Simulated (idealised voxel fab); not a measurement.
process module | voxel transistor to metal
cross-section cut | 145 nm wide | cells 5 nm
A cross-section is a grid of square cells, given in bands from the top down. A band is one or more rows of cells.
Each band's line starts with the height of the band's top and of its bottom, in nm. Then come its materials from left to right, each with its width in nm. One material with "throughout" fills the band from edge to edge. "air" is empty space.
Height 0 is the level under which the wafer as received is all one material. The lowest band goes on downwards, as in "0 down".
A width such as "30 to 40" changes by the same amount from each row of cells to the next, from the band's top row to its bottom row.
"no change" after a step means that no cell of the cross-section changed.
closed voids: empty space of 8 cells or more with no open way to the top, each as width x height at its distance from the left edge, in nm
after a step's settings: what the simulator itself notes on the step
overlay nm, on a step with a mask: how far to the right of its planned place the mask lay; to the left if negative
plan
1 op RECEIVE | material Si
2 op CONFORMAL_DEP | material SiO2 | thk nm 5
3 op CONFORMAL_DEP | material SiN | thk nm 15
4 op DIRECTIONAL_DEP | material aC | thk nm 15
5 op PATTERN | tone cover | mask id ACTIVE | material resist | width nm 95 | thk nm 30 | overlay nm 0
6 op DIRECTIONAL_ETCH | etch materials aC | depth nm 15
7 op STRIP | etch materials resist
8 op DIRECTIONAL_ETCH | etch materials SiN | depth nm 15
9 op DIRECTIONAL_ETCH | etch materials SiO2 | depth nm 5
10 op DIRECTIONAL_ETCH | etch materials Si | depth nm 35
11 op STRIP | etch materials aC
12 op OXIDIZE | depth nm 5
13 op FILL_DEP | material SiO2 | thk nm 10
14 op CMP | height nm 20
15 op SELECTIVE_ETCH | etch materials SiO2 | depth nm 10
16 op STRIP | etch materials SiN
17 op SELECTIVE_ETCH | etch materials SiO2 | depth nm 5
18 op OXIDIZE | depth nm 5
19 op DIRECTIONAL_DEP | material polySi | thk nm 30
20 op DIRECTIONAL_DEP | material SiCN | thk nm 10
21 op DIRECTIONAL_DEP | material aC | thk nm 15
22 op PATTERN | tone cover | mask id GATE | material resist | width nm 25 | thk nm 35 | overlay nm 0
23 op DIRECTIONAL_ETCH | etch materials aC | depth nm 15
24 op STRIP | etch materials resist
25 op DIRECTIONAL_ETCH | etch materials SiCN | depth nm 20
26 op DIRECTIONAL_ETCH | etch materials polySi | depth nm 40
27 op STRIP | etch materials aC
28 op CONFORMAL_DEP | material SiN | thk nm 5
29 op DIRECTIONAL_ETCH | etch materials SiN | depth nm 5
30 op DIRECTIONAL_ETCH | etch materials SiO2 | depth nm 5
31 op DIRECTIONAL_ETCH | etch materials Si | depth nm 15
32 op EPI | material SiGe | thk nm 20
33 op FILL_DEP | material SiO2 | thk nm 5
34 op CMP | height nm 30
35 op STRIP | etch materials polySi
36 op SELECTIVE_ETCH | etch materials SiO2 | depth nm 5
37 op CONFORMAL_DEP | material HfO2 | thk nm 5
38 op CONFORMAL_DEP | material TiN | thk nm 5
39 op FILL_DEP | material W | thk nm 10
40 op CMP | height nm 25
41 op DIRECTIONAL_DEP | material SiO2 | thk nm 10
42 op MASKED_ETCH | tone open | mask id CONTACT | width nm 15 | pitch nm 70 | etch materials SiO2 | depth nm 35 | overlay nm 0
43 op CONFORMAL_DEP | material TiN | thk nm 5
44 op FILL_DEP | material Ru | thk nm 10
45 op CMP | height nm 35
46 op CONFORMAL_DEP | material SiCN | thk nm 5
47 op DIRECTIONAL_DEP | material SiO2 | thk nm 20
48 op MASKED_ETCH | tone open | mask id METAL_1 | width nm 15 | pitch nm 70 | etch materials SiO2 | depth nm 20 | overlay nm 0
49 op MASKED_ETCH | tone open | mask id METAL_1 | width nm 15 | pitch nm 70 | etch materials SiCN | depth nm 5 | overlay nm 0
50 op CONFORMAL_DEP | material TiN | thk nm 5
51 op FILL_DEP | material W | thk nm 5
52 op CMP | height nm 60
53 op EPI | material Ru | thk nm 5
54 op FILL_DEP | material SiCN | thk nm 5
as received, after step 1
  0 down: Si throughout
  closed voids: none
a wafer at the end: this start, this plan, one mistake
  70 to 65: SiCN throughout
  65 to 60: SiCN 25 | Ru 25 | SiCN 45 | Ru 25 | SiCN 25
  60 to 40: SiO2 30 | TiN 5 | W 5 | TiN 5 | SiO2 55 | TiN 5 | W 5 | TiN 5 | SiO2 30
  40 to 35: SiCN 30 | TiN 15 | SiCN 55 | TiN 15 | SiCN 30
  35 to 25: SiO2 30 | TiN 5 | Ru 5 | TiN 5 | SiO2 55 | TiN 5 | Ru 5 | TiN 5 | SiO2 30
  25 to 20: SiO2 30 | TiN 5 | Ru 5 | TiN 5 | SiO2 10 | SiN 5 | HfO2 5 | TiN 5 | W 5 | TiN 5 | HfO2 5 | SiN 5 | SiO2 10 | TiN 5 | Ru 5 | TiN 5 | SiO2 30
  20 to 15: SiO2 30 | TiN 15 | SiO2 10 | SiN 5 | HfO2 5 | TiN 5 | W 5 | TiN 5 | HfO2 5 | SiN 5 | SiO2 10 | TiN 15 | SiO2 30
  15 to 5: SiO2 30 | TiN 5 | SiGe 20 | SiN 5 | HfO2 5 | TiN 5 | W 5 | TiN 5 | HfO2 5 | SiN 5 | SiGe 20 | TiN 5 | SiO2 30
  5 to 0: SiO2 25 | SiGe 30 | SiN 5 | HfO2 5 | TiN 15 | HfO2 5 | SiN 5 | SiGe 30 | SiO2 25
  0 to -5: SiO2 25 | SiN 5 | SiGe 25 | HfO2 35 | SiGe 25 | SiN 5 | SiO2 25
  -5 to -10: SiO2 10 | SiN 5 | SiO2 10 | SiN 5 | SiO2 5 | SiGe 20 | Si 35 | SiGe 20 | SiO2 5 | SiN 5 | SiO2 10 | SiN 5 | SiO2 10
  -10 to -15: SiO2 35 | SiGe 20 | Si 35 | SiGe 20 | SiO2 35
  -15 to -20: SiO2 30 | Si 5 | SiGe 20 | Si 35 | SiGe 20 | Si 5 | SiO2 30
  -20 to -40: SiO2 30 | Si 85 | SiO2 30
  -40 down: Si throughout
  closed voids: none
what went wrong: step 17 ran as: op SELECTIVE_ETCH | etch materials SiO2 | depth nm 15
